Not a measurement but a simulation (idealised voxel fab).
Title: Process Module voxel released beams
Xsec cut, 215 nm wide, square cell size 5 nm.
Square cells in a grid make up a cross-section in this document, and the grid is given as bands, listed from the top down, each one or more rows of cells.
Top height, bottom height, nm. Materials left to right, width each, nm. Single material + "full width" = fills band edge to edge. "empty" = empty.
Heights are reckoned from 0. Under this level, the received wafer is all of one material. The bottommost band is open-ended downward, for example "z 0 and below".
Width: "30->40" (first number = top row, second number = bottom row, same change from row to row of cells).
Reading "no modification" for a step: not a cell of the cross-section changed in it.
Basically, "Cavities, sealed" tells you about the enclosed voids: empty spaces with no open way to the top, 8 cells or bigger, each written width x height at distance, where distance is from the left edge, all in nm.
Where a step's line continues beyond its settings, the continuation is a remark by the simulator itself on that step.
Steps that use a mask can have "overlay nm" on their line. It says how far the mask sat to the right of where it was meant to be. Negative means to the left.
THE STEPS PLANNED FOR THE PROCESS ARE AS FOLLOWS
1. RECEIVE: material Si
2. CONFORMAL_DEP: material SiN, thk nm 10
3. DIRECTIONAL_DEP: material SiO2, thk nm 10
4. DIRECTIONAL_DEP: material aC, thk nm 10
5. PATTERN: tone open, mask id ANCHOR, material resist, width nm 35, thk nm 25, overlay nm 0
6. DIRECTIONAL_ETCH: etch materials aC, depth nm 10
7. STRIP: etch materials resist
8. DIRECTIONAL_ETCH: etch materials SiO2, depth nm 10
9. STRIP: etch materials aC
10. CONFORMAL_DEP: material polySi, thk nm 15
11. DIRECTIONAL_DEP: material aC, thk nm 10
12. PATTERN: tone cover, mask id BEAM, material resist, width nm 105, thk nm 30, overlay nm 0
13. DIRECTIONAL_ETCH: etch materials aC, depth nm 10
14. STRIP: etch materials resist
15. DIRECTIONAL_ETCH: etch materials polySi, depth nm 15
16. STRIP: etch materials aC
17. STRIP: etch materials SiO2
CROSS-SECTION: WAFER ON ARRIVAL = AFTER STEP 1
* z 0 and below = Si full width
* Cavities, sealed: none
END-OF-MODULE XS, FIRST OF TWO WAFERS, RUN AS PLANNED
* z 35 to 25 = empty (50), then polySi (20), then empty (5), then polySi (80), then empty (60)
* z 25 to 20 = empty (50), then polySi (105), then empty (60)
* z 20 to 10 = empty (55), then polySi (35), then empty (125)
* z 10 to 0 = SiN full width
* z 0 and below = Si full width
* Cavities, sealed: none
CROSS-SECTION AT END OF MODULE FOR THE SECOND WAFER OF TWO, WHICH MATCHED THE FIRST IN STARTING POINT AND PLAN AND DIFFERED BY ONE MISTAKE IN ITS PROCESSING
* z 35 to 25 = empty (55), then polySi (15), then empty (5), then polySi (80), then empty (60)
* z 25 to 20 = empty (55), then polySi (100), then empty (60)
* z 20 to 10 = empty (55), then polySi (35), then empty (125)
* z 10 to 0 = SiN full width
* z 0 and below = Si full width
* Cavities, sealed: none
Processing error: heads up, step 12 didn't go per plan, it actually ran as PATTERN: tone cover, mask id BEAM, material resist, width nm 100, thk nm 30, overlay nm 0
Count the cells at the end and the second wafer has more or fewer of some materials than the first: 3 fewer of polySi
